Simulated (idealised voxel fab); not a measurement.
A process module follows: voxel capacitor over wiring.
Section shown: cut. Width: 275 nm. Cell size: 5 nm, square.
A cross-section is written here as square cells arranged in a grid, and it is given in bands from the top down, each band taking up one or more rows of cells.
Within each band entry, the heights of the top and of the bottom of the band appear first, in that order and in nm; the materials of the band then follow from left to right, each with its corresponding width in nm. The designation "full width" on a single material indicates that it fills the band from edge to edge; the designation "blank" indicates empty space.
Height is counted from the level 0, under which the received wafer is composed throughout of one material. The lowest of the bands is not closed at the bottom but continues downward, in the notation "0..down".
Read "30..40" as a graded width: first number on top, second number at the bottom, same change between each pair of neighbouring rows.
Step note "no change" = no cross-section cell changed.
Entry "Voids, enclosed" = empty spaces >= 8 cells with no open way to the top; each as width x height at distance, distance from left edge, all nm.
Step line, after settings: the simulator's comment on this step.
overlay nm: mask offset rightward from planned place, masked step; negative means leftward offset.

Plan:
step 1: RECEIVE (material Si)
step 2: CONFORMAL_DEP (material SiO2; thk nm 10)
step 3: DIRECTIONAL_DEP (material TiN; thk nm 5)
step 4: DIRECTIONAL_DEP (material W; thk nm 20)
step 5: PATTERN (tone cover; mask id METAL_1; material resist; width nm 30; pitch nm 80; thk nm 20; overlay nm 0)
step 6: DIRECTIONAL_ETCH (etch materials W; depth nm 20)
step 7: DIRECTIONAL_ETCH (etch materials TiN; depth nm 5)
step 8: STRIP (etch materials resist)
step 9: FILL_DEP (material lowk; thk nm 10)
step 10: CMP (height nm 35)
step 11: CONFORMAL_DEP (material SiCN; thk nm 5)
step 12: DIRECTIONAL_DEP (material SiO2; thk nm 15)
step 13: MASKED_ETCH (tone open; mask id PLUG_1; width nm 15; etch materials SiO2; depth nm 15; overlay nm 0)
step 14: MASKED_ETCH (tone open; mask id PLUG_1; width nm 15; etch materials SiCN; depth nm 5; overlay nm 0)
step 15: EPI (material Ru; thk nm 10)
step 16: EPI (material Ru; thk nm 10)
step 17: DIRECTIONAL_DEP (material TiN; thk nm 5)
step 18: DIRECTIONAL_DEP (material HfO2; thk nm 5)
step 19: DIRECTIONAL_DEP (material TiN; thk nm 5)
step 20: DIRECTIONAL_DEP (material aC; thk nm 10)
step 21: PATTERN (tone cover; mask id UPPER_PLATE; material resist; width nm 55; thk nm 25; overlay nm 0)
step 22: DIRECTIONAL_ETCH (etch materials aC; depth nm 10)
step 23: STRIP (etch materials resist)
step 24: DIRECTIONAL_ETCH (etch materials TiN; depth nm 5)
step 25: DIRECTIONAL_ETCH (etch materials HfO2; depth nm 5)
step 26: STRIP (etch materials aC)
step 27: MASKED_ETCH (tone cover; mask id LOWER_PLATE; width nm 65; etch materials TiN; depth nm 5; overlay nm 0)
step 28: FILL_DEP (material SiO2; thk nm 15)
step 29: CMP (height nm 80)
step 30: MASKED_ETCH (tone open; mask id PLUG_2; width nm 15; etch materials SiO2; depth nm 10; overlay nm 0)
step 31: CONFORMAL_DEP (material TiN; thk nm 5)
step 32: FILL_DEP (material Ru; thk nm 10)
step 33: CMP (height nm 80)
step 34: CONFORMAL_DEP (material SiN; thk nm 5)

Cross-section of the incoming wafer, state after step 1:
  0..down | Si full width
  Voids, enclosed: none

Module complete - cross-section of the first of two wafers, run according to plan:
  85..80 | SiN full width
  80..75 | SiO2 105; TiN 5; Ru 5; TiN 5; SiO2 155
  75..65 | SiO2 105..95; TiN 15..55; SiO2 155..125
  65..60 | SiO2 95; HfO2 55; SiO2 125
  60..55 | SiO2 90; TiN 65; SiO2 120
  55..40 | SiO2 95; Ru 15; SiO2 165
  40..35 | SiCN 95; Ru 15; SiCN 165
  35..15 | lowk 80; W 30; lowk 50; W 30; lowk 85
  15..10 | lowk 80; TiN 30; lowk 50; TiN 30; lowk 85
  10..0 | SiO2 full width
  0..down | Si full width
  Voids, enclosed: none

This cross-section belongs to the second wafer of two at the end of the module; the start and the plan were shared with the first, and the run included one mistake:
  85..80 | TiN full width
  80..75 | SiO2 105; TiN 5; Ru 5; TiN 5; SiO2 155
  75..65 | SiO2 105..95; TiN 15..55; SiO2 155..125
  65..60 | SiO2 95; HfO2 55; SiO2 125
  60..55 | SiO2 90; TiN 65; SiO2 120
  55..40 | SiO2 95; Ru 15; SiO2 165
  40..35 | SiCN 95; Ru 15; SiCN 165
  35..15 | lowk 80; W 30; lowk 50; W 30; lowk 85
  15..10 | lowk 80; TiN 30; lowk 50; TiN 30; lowk 85
  10..0 | SiO2 full width
  0..down | Si full width
  Voids, enclosed: none
What went wrong in running the wafer? step 34: run off-plan, actual operation and settings CONFORMAL_DEP (material TiN; thk nm 5)
Heads up, by the end the second wafer has more or fewer cells of some materials compared to the first: SiN -55 | TiN +55
